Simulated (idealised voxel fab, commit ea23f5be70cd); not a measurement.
This is a process module. Its name is voxel self aligned contacts.
Square cell edge 5 nm, section width 265 nm, ID cut.
A cross-section is a grid of square cells, given in bands from the top down. A band is one or more rows of cells.
Each band's line starts with the height of the band's top and of its bottom, in nm. Then come its materials from left to right, each with its width in nm. One material with "throughout" fills the band from edge to edge. "empty" is empty space.
A quick word on heights: they are counted from 0, and under that level the wafer as it came to us is one material throughout. The lowest band is different from the rest in having no bottom; it simply continues downward, written as in "top 0, no bottom".
Think of "30..40" as a width that walks from the first number to the second as you go down the band, top row to bottom row, taking equal-sized steps from row to row.
Step note "changes: none" = no cross-section cell changed.
Listed in "Encapsulated voids": every empty space of 8 or more cells without an open way to the top. Form: width x height at distance, the distance being from the left edge, all in nm.
Heads up: the bit after the settings on a step's line is the simulator's remark on that step.
The "overlay nm" setting may appear on a step's line; for a step that uses a mask, it gives how far to the right of its planned position the mask lay, and a negative value indicates the left.
Process steps foreseen in the plan:
1. RECEIVE | material Si
2. CONFORMAL_DEP | material SiO2 | thk nm 5
3. DIRECTIONAL_DEP | material polySi | thk nm 20
4. DIRECTIONAL_DEP | material SiN | thk nm 15
5. PATTERN | tone cover | mask id GATE | material resist | width nm 35 | pitch nm 70 | thk nm 15 | overlay nm -15
6. DIRECTIONAL_ETCH | etch materials SiN | depth nm 15
7. DIRECTIONAL_ETCH | etch materials polySi | depth nm 20
8. STRIP | etch materials resist
9. CONFORMAL_DEP | material SiN | thk nm 5
10. DIRECTIONAL_ETCH | etch materials SiN | depth nm 5
11. FILL_DEP | material SiO2 | thk nm 10
12. CMP | height nm 45
13. PATTERN | tone open | mask id CONTACT | material resist | width nm 55 | thk nm 20 | overlay nm 0
14. DIRECTIONAL_ETCH | etch materials SiO2 | depth nm 45
15. STRIP | etch materials resist
16. CONFORMAL_DEP | material TiN | thk nm 5
17. FILL_DEP | material W | thk nm 5
18. CMP | height nm 45
19. CONFORMAL_DEP | material SiCN | thk nm 5
Variable across wafers: step 5 overlay nm (plan value is that of the first wafer; starting state common to all).
The first of several wafers in cross-section, exactly as it reached us after step 1:
top 0, no bottom: Si throughout
Encapsulated voids: none
Table: wafers, a row each; end-of-module cell change per material since receipt, gain (+), loss (-); then closed voids:
overlay nm -15 | +53 SiCN | +70 SiN | +300 SiO2 | +27 TiN | +24 W | +56 polySi | Encapsulated voids: none
overlay nm -10 | +53 SiCN | +70 SiN | +300 SiO2 | +27 TiN | +24 W | +56 polySi | Encapsulated voids: none
overlay nm -5 | +53 SiCN | +70 SiN | +300 SiO2 | +27 TiN | +24 W | +56 polySi | Encapsulated voids: none
overlay nm 0 | +53 SiCN | +70 SiN | +300 SiO2 | +27 TiN | +24 W | +56 polySi | Encapsulated voids: none
overlay nm 5 | +53 SiCN | +70 SiN | +300 SiO2 | +27 TiN | +24 W | +56 polySi | Encapsulated voids: none
overlay nm 10 | +53 SiCN | +70 SiN | +300 SiO2 | +27 TiN | +24 W | +56 polySi | Encapsulated voids: none
overlay nm 15 | +53 SiCN | +70 SiN | +300 SiO2 | +27 TiN | +24 W | +56 polySi | Encapsulated voids: none
